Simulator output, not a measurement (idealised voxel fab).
process module | voxel quadruple lines
cross-section cut | 140 nm wide | cells 5 nm
A cross-section is a grid of square cells, given in bands from the top down. A band is one or more rows of cells.
Each band's line starts with the height of the band's top and of its bottom, in nm. Then come its materials from left to right, each with its width in nm. One material with "throughout" fills the band from edge to edge. "air" is empty space.
Height 0 is the level under which the wafer as received is all one material. The lowest band goes on downwards, as in "0 down".
A width such as "30 to 40" changes by the same amount from each row of cells to the next, from the band's top row to its bottom row.
"no change" after a step means that no cell of the cross-section changed.
closed voids: empty space of 8 cells or more with no open way to the top, each as width x height at its distance from the left edge, in nm
after a step's settings: what the simulator itself notes on the step
overlay nm, on a step with a mask: how far to the right of its planned place the mask lay; to the left if negative
plan
1 op RECEIVE | material Si
2 op CONFORMAL_DEP | material SiO2 | thk nm 10
3 op DIRECTIONAL_DEP | material Ru | thk nm 10
4 op DIRECTIONAL_DEP | material polySi | thk nm 20
5 op DIRECTIONAL_DEP | material aC | thk nm 20
6 op PATTERN | tone cover | mask id MANDREL | material resist | width nm 35 | thk nm 25 | overlay nm 0
7 op DIRECTIONAL_ETCH | etch materials aC | depth nm 20
8 op STRIP | etch materials resist
9 op CONFORMAL_DEP | material SiO2 | thk nm 15
10 op DIRECTIONAL_ETCH | etch materials SiO2 | depth nm 15
11 op STRIP | etch materials aC
12 op DIRECTIONAL_ETCH | etch materials polySi | depth nm 20
13 op STRIP | etch materials SiO2
14 op CONFORMAL_DEP | material SiN | thk nm 10
15 op DIRECTIONAL_ETCH | etch materials SiN | depth nm 10
16 op STRIP | etch materials polySi
17 op DIRECTIONAL_ETCH | etch materials Ru | depth nm 10
18 op STRIP | etch materials SiN
first wafer, as planned
as received, after step 1
  0 down: Si throughout
  closed voids: none
after step 2
  10 to 0: SiO2 throughout
  below 0: unchanged
after step 3
  20 to 10: Ru throughout
  below 10: unchanged
after step 4
  40 to 20: polySi throughout
  below 20: unchanged
after step 5
  60 to 40: aC throughout
  below 40: unchanged
after step 6
  85 to 60: air 50 | resist 35 | air 55
  below 60: unchanged
after step 7
  65 to 60: air 50 | resist 35 | air 55
  60 to 40: air 50 | aC 35 | air 55
  below 40: unchanged
after step 8
  60 to 40: air 50 | aC 35 | air 55
  below 40: unchanged
after step 9
  75 to 60: air 35 | SiO2 65 | air 40
  60 to 55: air 35 | SiO2 15 | aC 35 | SiO2 15 | air 40
  55 to 40: SiO2 50 | aC 35 | SiO2 55
  below 40: unchanged
after step 10
  60 to 40: air 35 | SiO2 15 | aC 35 | SiO2 15 | air 40
  below 40: unchanged
after step 11
  60 to 40: air 35 | SiO2 15 | air 35 | SiO2 15 | air 40
  below 40: unchanged
after step 12
  60 to 40: air 35 | SiO2 15 | air 35 | SiO2 15 | air 40
  40 to 20: air 35 | polySi 15 | air 35 | polySi 15 | air 40
  below 20: unchanged
after step 13
  40 to 20: air 35 | polySi 15 | air 35 | polySi 15 | air 40
  below 20: unchanged
after step 14
  50 to 40: air 25 | SiN 35 | air 15 | SiN 35 | air 30
  40 to 30: air 25 | SiN 10 | polySi 15 | SiN 10 | air 15 | SiN 10 | polySi 15 | SiN 10 | air 30
  30 to 20: SiN 35 | polySi 15 | SiN 35 | polySi 15 | SiN 40
  below 20: unchanged
after step 15
  40 to 20: air 25 | SiN 10 | polySi 15 | SiN 10 | air 15 | SiN 10 | polySi 15 | SiN 10 | air 30
  below 20: unchanged
after step 16
  40 to 20: air 25 | SiN 10 | air 15 | SiN 10 | air 15 | SiN 10 | air 15 | SiN 10 | air 30
  below 20: unchanged
after step 17
  40 to 20: air 25 | SiN 10 | air 15 | SiN 10 | air 15 | SiN 10 | air 15 | SiN 10 | air 30
  20 to 10: air 25 | Ru 10 | air 15 | Ru 10 | air 15 | Ru 10 | air 15 | Ru 10 | air 30
  below 10: unchanged
after step 18
  20 to 10: air 25 | Ru 10 | air 15 | Ru 10 | air 15 | Ru 10 | air 15 | Ru 10 | air 30
  below 10: unchanged
second wafer: like start, like plan, one mistake. Through step 14 it matches the first wafer
when step 15 should have ended
  40 to 30: air 35 | polySi 15 | air 35 | polySi 15 | air 40
  30 to 20: air 25 | SiN 10 | polySi 15 | SiN 10 | air 15 | SiN 10 | polySi 15 | SiN 10 | air 30
  below 20: unchanged
when step 16 should have ended
  30 to 20: air 25 | SiN 10 | air 15 | SiN 10 | air 15 | SiN 10 | air 15 | SiN 10 | air 30
  below 20: unchanged
when step 17 should have ended
  30 to 20: air 25 | SiN 10 | air 15 | SiN 10 | air 15 | SiN 10 | air 15 | SiN 10 | air 30
  20 to 10: air 25 | Ru 10 | air 15 | Ru 10 | air 15 | Ru 10 | air 15 | Ru 10 | air 30
  below 10: unchanged
when step 18 should have ended
  20 to 10: air 25 | Ru 10 | air 15 | Ru 10 | air 15 | Ru 10 | air 15 | Ru 10 | air 30
  below 10: unchanged
what went wrong: step 15 was run twice
at the end the two cross-sections are the same: no effect in what this model computes
